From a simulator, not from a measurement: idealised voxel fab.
The process module that follows is named voxel trench capacitor.
Cross-section cut: width 200 nm, square cells of 5 nm.
Reading order for cross-sections: top band down to bottom band. Underlying form: a grid of square cells. Band size: one or more rows of cells.
Band: top height; bottom height; in nm. Then, left to right: material with width in nm, for each material. "throughout": a single material spanning edge to edge. "blank": empty space.
Zero point of the height axis is 0; under it, received wafer = one material. Lowest band: continues down indefinitely, "z 0 and below".
The two numbers in a width such as "30 to 40" mark its ends across the band: the first belongs to the top row of cells, the second to the bottom row, and from each row to the next the width moves by the same amount.
Step note "no modifications" = no cross-section cell changed.
Closed empty spaces (no open way to the top) of 8 cells or more are what "Trapped voids" lists, each as width x height at distance from the left edge, nm for all three.
On a step's line, text after the settings is the simulator commenting on that step.
"overlay nm" denotes, for a step that has a mask, the displacement of the mask to the right of its planned place, with negative values corresponding to the left.
### Below is the list of planned process steps
step 1: op RECEIVE | material Si
step 2: op CONFORMAL_DEP | material SiN | thk nm 5
step 3: op PATTERN | tone open | mask id TRENCH | material resist | width nm 30 | pitch nm 45 | thk nm 15 | overlay nm 0
step 4: op DIRECTIONAL_ETCH | etch materials SiN | depth nm 5
step 5: op DIRECTIONAL_ETCH | etch materials Si | depth nm 35
step 6: op STRIP | etch materials resist
step 7: op CONFORMAL_DEP | material Al2O3 | thk nm 5
step 8: op CONFORMAL_DEP | material TiN | thk nm 5
step 9: op FILL_DEP | material W | thk nm 5
step 10: op CMP | height nm 5
### The first of two wafers, run as planned
### Shown in cross-section is the wafer as received, that is, as it stands after step 1
    z 0 and below: Si throughout
    Trapped voids: none
### Step 2 done - wafer cross-section
    z 5 to 0: SiN throughout
    Everything under 0 stays put, no change at all.
### Step 3 done - wafer cross-section
    z 20 to 5: resist 60 nm  blank 30 nm  resist 15 nm  blank 30 nm  resist 65 nm
    Everything under 5 stays put, no change at all.
### Step 4 done - wafer cross-section
    z 20 to 5: resist 60 nm  blank 30 nm  resist 15 nm  blank 30 nm  resist 65 nm
    z 5 to 0: SiN 60 nm  blank 30 nm  SiN 15 nm  blank 30 nm  SiN 65 nm
    Everything under 0 stays put, no change at all.
### Step 5 done - wafer cross-section
    z 20 to 5: resist 60 nm  blank 30 nm  resist 15 nm  blank 30 nm  resist 65 nm
    z 5 to 0: SiN 60 nm  blank 30 nm  SiN 15 nm  blank 30 nm  SiN 65 nm
    z 0 to -35: Si 60 nm  blank 30 nm  Si 15 nm  blank 30 nm  Si 65 nm
    Everything under -35 stays put, no change at all.
### Step 6 done - wafer cross-section
    z 5 to 0: SiN 60 nm  blank 30 nm  SiN 15 nm  blank 30 nm  SiN 65 nm
    Everything under 0 stays put, no change at all.
### Step 7 done - wafer cross-section
    z 10 to 5: Al2O3 65 nm  blank 20 nm  Al2O3 25 nm  blank 20 nm  Al2O3 70 nm
    z 5 to 0: SiN 60 nm  Al2O3 5 nm  blank 20 nm  Al2O3 5 nm  SiN 15 nm  Al2O3 5 nm  blank 20 nm  Al2O3 5 nm  SiN 65 nm
    z 0 to -30: Si 60 nm  Al2O3 5 nm  blank 20 nm  Al2O3 5 nm  Si 15 nm  Al2O3 5 nm  blank 20 nm  Al2O3 5 nm  Si 65 nm
    z -30 to -35: Si 60 nm  Al2O3 30 nm  Si 15 nm  Al2O3 30 nm  Si 65 nm
    Everything under -35 stays put, no change at all.
### Step 8 done - wafer cross-section
    z 15 to 10: TiN 70 nm  blank 10 nm  TiN 35 nm  blank 10 nm  TiN 75 nm
    z 10 to 5: Al2O3 65 nm  TiN 5 nm  blank 10 nm  TiN 5 nm  Al2O3 25 nm  TiN 5 nm  blank 10 nm  TiN 5 nm  Al2O3 70 nm
    z 5 to 0: SiN 60 nm  Al2O3 5 nm  TiN 5 nm  blank 10 nm  TiN 5 nm  Al2O3 5 nm  SiN 15 nm  Al2O3 5 nm  TiN 5 nm  blank 10 nm  TiN 5 nm  Al2O3 5 nm  SiN 65 nm
    z 0 to -25: Si 60 nm  Al2O3 5 nm  TiN 5 nm  blank 10 nm  TiN 5 nm  Al2O3 5 nm  Si 15 nm  Al2O3 5 nm  TiN 5 nm  blank 10 nm  TiN 5 nm  Al2O3 5 nm  Si 65 nm
    z -25 to -30: Si 60 nm  Al2O3 5 nm  TiN 20 nm  Al2O3 5 nm  Si 15 nm  Al2O3 5 nm  TiN 20 nm  Al2O3 5 nm  Si 65 nm
    Everything under -30 stays put, no change at all.
### Step 9 done - wafer cross-section
    z 20 to 15: W throughout
    z 15 to 10: TiN 70 nm  W 10 nm  TiN 35 nm  W 10 nm  TiN 75 nm
    z 10 to 5: Al2O3 65 nm  TiN 5 nm  W 10 nm  TiN 5 nm  Al2O3 25 nm  TiN 5 nm  W 10 nm  TiN 5 nm  Al2O3 70 nm
    z 5 to 0: SiN 60 nm  Al2O3 5 nm  TiN 5 nm  W 10 nm  TiN 5 nm  Al2O3 5 nm  SiN 15 nm  Al2O3 5 nm  TiN 5 nm  W 10 nm  TiN 5 nm  Al2O3 5 nm  SiN 65 nm
    z 0 to -25: Si 60 nm  Al2O3 5 nm  TiN 5 nm  W 10 nm  TiN 5 nm  Al2O3 5 nm  Si 15 nm  Al2O3 5 nm  TiN 5 nm  W 10 nm  TiN 5 nm  Al2O3 5 nm  Si 65 nm
    Everything under -25 stays put, no change at all.
### Step 10 done - wafer cross-section
    z 5 to 0: SiN 60 nm  Al2O3 5 nm  TiN 5 nm  W 10 nm  TiN 5 nm  Al2O3 5 nm  SiN 15 nm  Al2O3 5 nm  TiN 5 nm  W 10 nm  TiN 5 nm  Al2O3 5 nm  SiN 65 nm
    Everything under 0 stays put, no change at all.
### Second wafer - shared start and plan with the first - one error in running - same as the first up to step 2 inclusive
### when step 3 should have ended
    z 20 to 5: resist 65 nm  blank 20 nm  resist 25 nm  blank 20 nm  resist 70 nm
    Everything under 5 stays put, no change at all.
### when step 4 should have ended
    z 20 to 5: resist 65 nm  blank 20 nm  resist 25 nm  blank 20 nm  resist 70 nm
    z 5 to 0: SiN 65 nm  blank 20 nm  SiN 25 nm  blank 20 nm  SiN 70 nm
    Everything under 0 stays put, no change at all.
### when step 5 should have ended
    z 20 to 5: resist 65 nm  blank 20 nm  resist 25 nm  blank 20 nm  resist 70 nm
    z 5 to 0: SiN 65 nm  blank 20 nm  SiN 25 nm  blank 20 nm  SiN 70 nm
    z 0 to -35: Si 65 nm  blank 20 nm  Si 25 nm  blank 20 nm  Si 70 nm
    Everything under -35 stays put, no change at all.
### when step 6 should have ended
    z 5 to 0: SiN 65 nm  blank 20 nm  SiN 25 nm  blank 20 nm  SiN 70 nm
    Everything under 0 stays put, no change at all.
### when step 7 should have ended
    z 10 to 5: Al2O3 70 nm  blank 10 nm  Al2O3 35 nm  blank 10 nm  Al2O3 75 nm
    z 5 to 0: SiN 65 nm  Al2O3 5 nm  blank 10 nm  Al2O3 5 nm  SiN 25 nm  Al2O3 5 nm  blank 10 nm  Al2O3 5 nm  SiN 70 nm
    z 0 to -30: Si 65 nm  Al2O3 5 nm  blank 10 nm  Al2O3 5 nm  Si 25 nm  Al2O3 5 nm  blank 10 nm  Al2O3 5 nm  Si 70 nm
    z -30 to -35: Si 65 nm  Al2O3 20 nm  Si 25 nm  Al2O3 20 nm  Si 70 nm
    Everything under -35 stays put, no change at all.
### when step 8 should have ended
    z 15 to 10: TiN throughout
    z 10 to 5: Al2O3 70 nm  TiN 10 nm  Al2O3 35 nm  TiN 10 nm  Al2O3 75 nm
    z 5 to 0: SiN 65 nm  Al2O3 5 nm  TiN 10 nm  Al2O3 5 nm  SiN 25 nm  Al2O3 5 nm  TiN 10 nm  Al2O3 5 nm  SiN 70 nm
    z 0 to -30: Si 65 nm  Al2O3 5 nm  TiN 10 nm  Al2O3 5 nm  Si 25 nm  Al2O3 5 nm  TiN 10 nm  Al2O3 5 nm  Si 70 nm
    Everything under -30 stays put, no change at all.
### when step 9 should have ended
    z 20 to 15: W throughout
    Everything under 15 stays put, no change at all.
### when step 10 should have ended
    z 5 to 0: SiN 65 nm  Al2O3 5 nm  TiN 10 nm  Al2O3 5 nm  SiN 25 nm  Al2O3 5 nm  TiN 10 nm  Al2O3 5 nm  SiN 70 nm
    Everything under 0 stays put, no change at all.
Deviation from plan: so step 3 ended up running with a different setting than we planned, it ran as op PATTERN | tone open | mask id TRENCH | material resist | width nm 20 | pitch nm 45 | thk nm 15 | overlay nm 0
Bottom line after processing is that, in cells, the second wafer is up or down on some materials versus the first: 4 fewer of Al2O3, 28 more of Si, 4 more of SiN, 4 fewer of TiN, 24 fewer of W
